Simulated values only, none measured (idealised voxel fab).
process module | voxel trench capacitor
Section cut is 165 nm wide and gridded with 5 nm square cells.
A cross-section in this document is a grid of square cells, and it is written down as bands, the top band listed before the ones below it; a band is made up of one or more rows of cells.
Within each band entry, the heights of the top and of the bottom of the band appear first, in that order and in nm; the materials of the band then follow from left to right, each with its corresponding width in nm. The designation "throughout" on a single material indicates that it fills the band from edge to edge; the designation "air" indicates empty space.
A quick word on heights: they are counted from 0, and under that level the wafer as it came to us is one material throughout. The lowest band is different from the rest in having no bottom; it simply continues downward, written as in "top 0, no bottom".
The width entry "30->40" should be interpreted row by row: the top row of cells in the band takes the first number, the bottom row takes the second number, and the change between adjacent rows is uniform throughout.
You'll sometimes find "left unchanged" written for a step, and that's the way of saying that nowhere in the cross-section did a cell change during that step.
Closed empty spaces (no open way to the top) of 8 cells or more are what "Cavities, sealed" lists, each as width x height at distance from the left edge, nm for all three.
The remark found on a step's line after its settings is issued by the simulator itself and pertains to that step.
The line of a step may include "overlay nm". On a step with a mask, this value is how far to the right of its planned place the mask lay. A negative value means the mask lay to the left.

**The process steps that were planned are listed below**
1 RECEIVE, material Si
2 CONFORMAL_DEP, material SiN, thk nm 5
3 PATTERN, tone open, mask id TRENCH, material resist, width nm 20, pitch nm 45, thk nm 15, overlay nm 0
4 DIRECTIONAL_ETCH, etch materials SiN, depth nm 5
5 DIRECTIONAL_ETCH, etch materials Si, depth nm 25
6 STRIP, etch materials resist
7 CONFORMAL_DEP, material SiO2, thk nm 5
8 FILL_DEP, material polySi, thk nm 10
9 CMP, height nm 5

**First out of two wafers; run went to plan**

**As-received state of the wafer in cross-section, equivalent to post-step 1**
* top 0, no bottom = Si throughout
* Cavities, sealed: none

**So this is the wafer cross-section right after step 2**
* top 5, bottom 0 = SiN throughout
* Heights below 0 show no change.

**So this is the wafer cross-section right after step 3**
* top 20, bottom 5 = resist: 50  air: 20  resist: 25  air: 20  resist: 50
* Heights below 5 show no change.

**So this is the wafer cross-section right after step 4**
* top 20, bottom 5 = resist: 50  air: 20  resist: 25  air: 20  resist: 50
* top 5, bottom 0 = SiN: 50  air: 20  SiN: 25  air: 20  SiN: 50
* Heights below 0 show no change.

**So this is the wafer cross-section right after step 5**
* top 20, bottom 5 = resist: 50  air: 20  resist: 25  air: 20  resist: 50
* top 5, bottom 0 = SiN: 50  air: 20  SiN: 25  air: 20  SiN: 50
* top 0, bottom -25 = Si: 50  air: 20  Si: 25  air: 20  Si: 50
* Heights below -25 show no change.

**So this is the wafer cross-section right after step 6**
* top 5, bottom 0 = SiN: 50  air: 20  SiN: 25  air: 20  SiN: 50
* Heights below 0 show no change.

**So this is the wafer cross-section right after step 7**
* top 10, bottom 5 = SiO2: 55  air: 10  SiO2: 35  air: 10  SiO2: 55
* top 5, bottom 0 = SiN: 50  SiO2: 5  air: 10  SiO2: 5  SiN: 25  SiO2: 5  air: 10  SiO2: 5  SiN: 50
* top 0, bottom -20 = Si: 50  SiO2: 5  air: 10  SiO2: 5  Si: 25  SiO2: 5  air: 10  SiO2: 5  Si: 50
* top -20, bottom -25 = Si: 50  SiO2: 20  Si: 25  SiO2: 20  Si: 50
* Heights below -25 show no change.

**So this is the wafer cross-section right after step 8**
* top 20, bottom 10 = polySi throughout
* top 10, bottom 5 = SiO2: 55  polySi: 10  SiO2: 35  polySi: 10  SiO2: 55
* top 5, bottom 0 = SiN: 50  SiO2: 5  polySi: 10  SiO2: 5  SiN: 25  SiO2: 5  polySi: 10  SiO2: 5  SiN: 50
* top 0, bottom -20 = Si: 50  SiO2: 5  polySi: 10  SiO2: 5  Si: 25  SiO2: 5  polySi: 10  SiO2: 5  Si: 50
* Heights below -20 show no change.

**So this is the wafer cross-section right after step 9**
* top 5, bottom 0 = SiN: 50  SiO2: 5  polySi: 10  SiO2: 5  SiN: 25  SiO2: 5  polySi: 10  SiO2: 5  SiN: 50
* Heights below 0 show no change.

**Companion wafer, the second of two: same beginning, same intended sequence, one mistake in carrying it out; through step 8 inclusive it tracks the first exactly**

The second wafer in cross-section, at the planned close of step 9: left unchanged
Diagnosis: plan step 9 was not performed, having been skipped
Bottom line after processing is that, in cells, the second wafer is up or down on some materials versus the first: SiO2: 29 more | polySi: 70 more
